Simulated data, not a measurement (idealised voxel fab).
The document below concerns the process module designated voxel wiring stack.
Each square cell in cross-section cut measures 5 nm, and the section as a whole is 210 nm wide.
A cross-section is written here as square cells arranged in a grid, and it is given in bands from the top down, each band taking up one or more rows of cells. Band: top height; bottom height; in nm. Then, left to right: material with width in nm, for each material. "all across": a single material spanning edge to edge. "blank": empty space. Where do heights start? At 0: under that level the wafer as delivered is made of one material only. And the lowest band has no floor; it just carries on downward, as in "0 nm and below". With a width like "30->40", each row of cells in the band differs from the next by the same amount, the top row carrying the first number and the bottom row the second. It should be understood that the words "all unchanged", when stated for a given step, signify that the cross-section underwent no change in any of its cells during that step. "Sealed-off cavities" lists enclosed empty spaces (at least 8 cells, no open path upward to the top), each as width x height at distance from the left edge, in nm. Past the settings on a step's line: simulator remark, on that step. A step line may carry the setting "overlay nm", which, for steps involving a mask, states the distance by which the mask lay to the right of its intended position; negative values denote displacement to the left. Everything after this point is organized in pairs: a cross-section before one process step, a cross-section after it that shows only as deep as the lowest changed band, and, under the pair, the intervening step with its settings. Because different runs of this module on the same starting wafer can supply different pairs, a pair continues from the pair above it only if its entry headed "Pre-process state" says so.

[Pre-process state]
    95 nm to 85 nm | aC 35, then blank 30, then aC 25, then blank 30, then aC 25, then blank 30, then aC 35
    85 nm to 60 nm | SiO2 35, then blank 30, then SiO2 25, then blank 30, then SiO2 25, then blank 30, then SiO2 35
    60 nm to 55 nm | SiCN 40, then blank 5, then SiCN 50, then blank 5, then SiCN 50, then blank 5, then SiCN 55
    55 nm to 45 nm | lowk 35, then SiCN 5, then blank 5, then SiCN 5, then lowk 40, then SiCN 5, then blank 5, then SiCN 5, then lowk 40, then SiCN 5, then blank 5, then SiCN 5, then lowk 50
    45 nm to 40 nm | SiCN all across
    40 nm to 15 nm | W 35, then lowk 30, then W 25, then lowk 30, then W 25, then lowk 30, then W 35
    15 nm to 10 nm | TiN 35, then lowk 30, then TiN 25, then lowk 30, then TiN 25, then lowk 30, then TiN 35
    10 nm to 0 nm | SiO2 all across
    0 nm and below | Si all across
    Sealed-off cavities: none

[Cross-Section After Step]
    95 nm to 85 nm | aC 35, then blank 30, then aC 25, then blank 30, then aC 25, then blank 30, then aC 35
    85 nm to 60 nm | SiO2 35, then blank 30, then SiO2 25, then blank 30, then SiO2 25, then blank 30, then SiO2 35
    60 nm to 55 nm | SiCN 35, then blank 30, then SiCN 25, then blank 30, then SiCN 25, then blank 30, then SiCN 35
    55 nm to 45 nm | lowk 35, then SiCN 5, then blank 5, then SiCN 5, then lowk 40, then SiCN 5, then blank 5, then SiCN 5, then lowk 40, then SiCN 5, then blank 5, then SiCN 5, then lowk 50
    45 nm to 40 nm | SiCN 40, then blank 5, then SiCN 50, then blank 5, then SiCN 50, then blank 5, then SiCN 55
    Below 40 it's all the same as before, nothing changed down there.
    Sealed-off cavities: none
Which operation lies between the before and after views above? DIRECTIONAL_ETCH | etch materials SiCN | depth nm 5

Pre-process state: The pre-step condition corresponds to the post-step cross-section depicted in the pair directly above.

[Cross-Section After Step]
    85 nm to 60 nm | SiO2 35, then blank 30, then SiO2 25, then blank 30, then SiO2 25, then blank 30, then SiO2 35
    Below 60 it's all the same as before, nothing changed down there.
    Sealed-off cavities: none
Which operation lies between the before and after views above? STRIP | etch materials aC

Pre-process state: The pre-step condition corresponds to the post-step cross-section depicted in the pair directly above.

[Cross-Section After Step]
    90 nm to 85 nm | TiN 40, then blank 20, then TiN 35, then blank 20, then TiN 35, then blank 20, then TiN 40
    85 nm to 60 nm | SiO2 35, then TiN 5, then blank 20, then TiN 5, then SiO2 25, then TiN 5, then blank 20, then TiN 5, then SiO2 25, then TiN 5, then blank 20, then TiN 5, then SiO2 35
    60 nm to 55 nm | SiCN 35, then TiN 30, then SiCN 25, then TiN 30, then SiCN 25, then TiN 30, then SiCN 35
    55 nm to 45 nm | lowk 35, then SiCN 5, then TiN 5, then SiCN 5, then lowk 40, then SiCN 5, then TiN 5, then SiCN 5, then lowk 40, then SiCN 5, then TiN 5, then SiCN 5, then lowk 50
    45 nm to 40 nm | SiCN 40, then TiN 5, then SiCN 50, then TiN 5, then SiCN 50, then TiN 5, then SiCN 55
    Below 40 it's all the same as before, nothing changed down there.
    Sealed-off cavities: none
Which operation lies between the before and after views above? CONFORMAL_DEP | material TiN | thk nm 5

Pre-process state: The pre-step condition corresponds to the post-step cross-section depicted in the pair directly above.

[Cross-Section After Step]
    95 nm to 90 nm | W all across
    90 nm to 85 nm | TiN 40, then W 20, then TiN 35, then W 20, then TiN 35, then W 20, then TiN 40
    85 nm to 60 nm | SiO2 35, then TiN 5, then W 20, then TiN 5, then SiO2 25, then TiN 5, then W 20, then TiN 5, then SiO2 25, then TiN 5, then W 20, then TiN 5, then SiO2 35
    Below 60 it's all the same as before, nothing changed down there.
    Sealed-off cavities: none
Which operation lies between the before and after views above? FILL_DEP | material W | thk nm 5

Pre-process state: The pre-step condition corresponds to the post-step cross-section depicted in the pair directly above.

[Cross-Section After Step]
    85 nm to 60 nm | SiO2 35, then TiN 5, then W 20, then TiN 5, then SiO2 25, then TiN 5, then W 20, then TiN 5, then SiO2 25, then TiN 5, then W 20, then TiN 5, then SiO2 35
    Below 60 it's all the same as before, nothing changed down there.
    Sealed-off cavities: none
Which operation lies between the before and after views above? CMP | height nm 85

Pre-process state: The pre-step condition corresponds to the post-step cross-section depicted in the pair directly above.

[Cross-Section After Step]
    90 nm to 85 nm | SiN all across
    Below 85 it's all the same as before, nothing changed down there.
    Sealed-off cavities: none
Which operation lies between the before and after views above? CONFORMAL_DEP | material SiN | thk nm 5
